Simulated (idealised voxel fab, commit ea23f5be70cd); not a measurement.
Presented below is a process module, voxel ribs on slabs.
Shown is cross-section cut, with a width of 230 nm and square cells of size 5 nm.
A cross-section in this document is a grid of square cells, and it is written down as bands, the top band listed before the ones below it; a band is made up of one or more rows of cells.
Each band's line starts with the height of the band's top and of its bottom, in nm. Then come its materials from left to right, each with its width in nm. One material with "edge to edge" fills the band from edge to edge. "air" is empty space.
Zero point of the height axis is 0; under it, received wafer = one material. Lowest band: continues down indefinitely, "from 0 down".
Note: "30..40" means the width goes from the first number (top row of the band) to the second number (bottom row) in equal steps per row of cells.
For the purposes of this document, the phrase "no change occurred" attached to a step denotes that no cell within the cross-section was modified by that step.
Entry "Cavities, sealed" = empty spaces >= 8 cells with no open way to the top; each as width x height at distance, distance from left edge, all nm.
after a step's settings: what the simulator itself notes on the step
overlay nm: mask offset rightward from planned place, masked step; negative means leftward offset.

Set out below are the planned steps of the process
- 1: RECEIVE: material Si
- 2: DIRECTIONAL_DEP: material SiO2, thk nm 25
- 3: DIRECTIONAL_DEP: material SiN, thk nm 20
- 4: MASKED_ETCH: tone cover, mask id RIB, width nm 20, etch materials SiN, depth nm 10, overlay nm 0
- 5: PATTERN: tone cover, mask id SLAB, material resist, width nm 80, thk nm 15, overlay nm 0
- 6: DIRECTIONAL_ETCH: etch materials SiN, depth nm 10
- 7: STRIP: etch materials resist
- 8: FILL_DEP: material SiO2, thk nm 30
- 9: CMP: height nm 65
- 10: DIRECTIONAL_DEP: material TiN, thk nm 5
- 11: PATTERN: tone cover, mask id HEATER, material resist, width nm 30, thk nm 20, overlay nm 0
- 12: DIRECTIONAL_ETCH: etch materials TiN, depth nm 5
- 13: STRIP: etch materials resist
- 14: CONFORMAL_DEP: material SiO2, thk nm 10

Cross-section of the wafer as it came to us, i.e., already through step 1
* from 0 down: Si edge to edge
* Cavities, sealed: none

Same starting wafer, same plan as above, one mistake in the execution; this is the cross-section at the end of the module
* from 80 to 75: air 90 nm, SiO2 50 nm, air 90 nm
* from 75 to 70: SiO2 edge to edge
* from 70 to 65: SiO2 100 nm, TiN 30 nm, SiO2 100 nm
* from 65 to 45: SiO2 edge to edge
* from 45 to 40: SiO2 105 nm, SiN 20 nm, SiO2 105 nm
* from 40 to 30: SiO2 75 nm, SiN 80 nm, SiO2 75 nm
* from 30 to 25: SiN edge to edge
* from 25 to 0: SiO2 edge to edge
* from 0 down: Si edge to edge
* Cavities, sealed: none
In executing the process, a mistake was made relative to the plan: the process deviated at step 4: the operation and settings actually run there were MASKED_ETCH: tone cover, mask id RIB, width nm 20, etch materials SiN, depth nm 5, overlay nm 0
